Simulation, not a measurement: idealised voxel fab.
Process module name: voxel ribs on slabs
Square cell edge 5 nm, section width 150 nm, ID cut.
When this document writes out a cross-section, it uses a grid of square cells and lists it as bands, beginning at the top and moving down, with a band standing for one or more rows of cells.
Per band: top height and bottom height in nm, followed by the left-to-right materials and their widths in nm; "everywhere" marks a single material spanning edge to edge, "air" marks empty space.
Counting heights begins at 0, where everything beneath is, in the wafer as received, one material. The lowest band has no bottom; it goes on downwards, as "0 down" shows.
It should be noted that a width expressed as "30->40" varies in equal increments from row to row of cells within the band, taking the value of the first number at the top row and that of the second number at the bottom row.
It should be understood that the words "remained unchanged", when stated for a given step, signify that the cross-section underwent no change in any of its cells during that step.
Each empty space that has no open way to the top and spans at least 8 cells appears under "Sealed void listing" as width x height at distance, the distance counted from the left edge, all in nm.
If you see something after the settings on a step's line, that's the simulator's own remark about that step.
"overlay nm" answers the question of how far to the right of plan the mask lay on a step that has a mask, and when it is negative the answer is to the left.

**Process steps - plan**
- 1: op RECEIVE | material Si
- 2: op DIRECTIONAL_DEP | material SiO2 | thk nm 25
- 3: op DIRECTIONAL_DEP | material polySi | thk nm 15
- 4: op DIRECTIONAL_DEP | material aC | thk nm 15
- 5: op PATTERN | tone cover | mask id RIB | material resist | width nm 20 | thk nm 30 | overlay nm -15
- 6: op DIRECTIONAL_ETCH | etch materials aC | depth nm 15
- 7: op STRIP | etch materials resist
- 8: op DIRECTIONAL_ETCH | etch materials polySi | depth nm 5
- 9: op STRIP | etch materials aC
- 10: op MASKED_ETCH | tone cover | mask id SLAB | width nm 70 | etch materials polySi | depth nm 10 | overlay nm 0
- 11: op FILL_DEP | material SiO2 | thk nm 30
- 12: op CMP | height nm 60
- 13: op DIRECTIONAL_DEP | material TiN | thk nm 10
- 14: op PATTERN | tone cover | mask id HEATER | material resist | width nm 30 | thk nm 15 | overlay nm 0
- 15: op DIRECTIONAL_ETCH | etch materials TiN | depth nm 10
- 16: op STRIP | etch materials resist
- 17: op CONFORMAL_DEP | material SiO2 | thk nm 10
Keep in mind the plan's value for the overlay nm of step 5 comes from the first wafer; the wafers don't share that setting, but they do share the same starting point.

**Cross-section of the first of several wafers on receipt, reflecting completion of step 1**
    0 down | Si everywhere
    Sealed void listing: none

**first wafer at the end, after step 17**
    80 to 70 | air (50), then SiO2 (50), then air (50)
    70 to 60 | SiO2 (60), then TiN (30), then SiO2 (60)
    60 to 40 | SiO2 everywhere
    40 to 35 | SiO2 (50), then polySi (20), then SiO2 (80)
    35 to 25 | SiO2 (40), then polySi (70), then SiO2 (40)
    25 to 0 | SiO2 everywhere
    0 down | Si everywhere
    Sealed void listing: none

**Cross-sectional depiction of the last of several wafers upon completion of the module**
    80 to 70 | air (50), then SiO2 (50), then air (50)
    70 to 60 | SiO2 (60), then TiN (30), then SiO2 (60)
    60 to 40 | SiO2 everywhere
    40 to 35 | SiO2 (80), then polySi (20), then SiO2 (50)
    35 to 25 | SiO2 (40), then polySi (70), then SiO2 (40)
    25 to 0 | SiO2 everywhere
    0 down | Si everywhere
    Sealed void listing: none

**each wafer at the end: cells of each material gained (+) or lost (-) since it was received, then its closed voids**
overlay nm -15, +396 SiO2, +12 TiN, +32 polySi, Sealed void listing: none
overlay nm -10, +396 SiO2, +12 TiN, +32 polySi, Sealed void listing: none
overlay nm -5, +396 SiO2, +12 TiN, +32 polySi, Sealed void listing: none
overlay nm 0, +396 SiO2, +12 TiN, +32 polySi, Sealed void listing: none
overlay nm 5, +396 SiO2, +12 TiN, +32 polySi, Sealed void listing: none
overlay nm 10, +396 SiO2, +12 TiN, +32 polySi, Sealed void listing: none
overlay nm 15, +396 SiO2, +12 TiN, +32 polySi, Sealed void listing: none
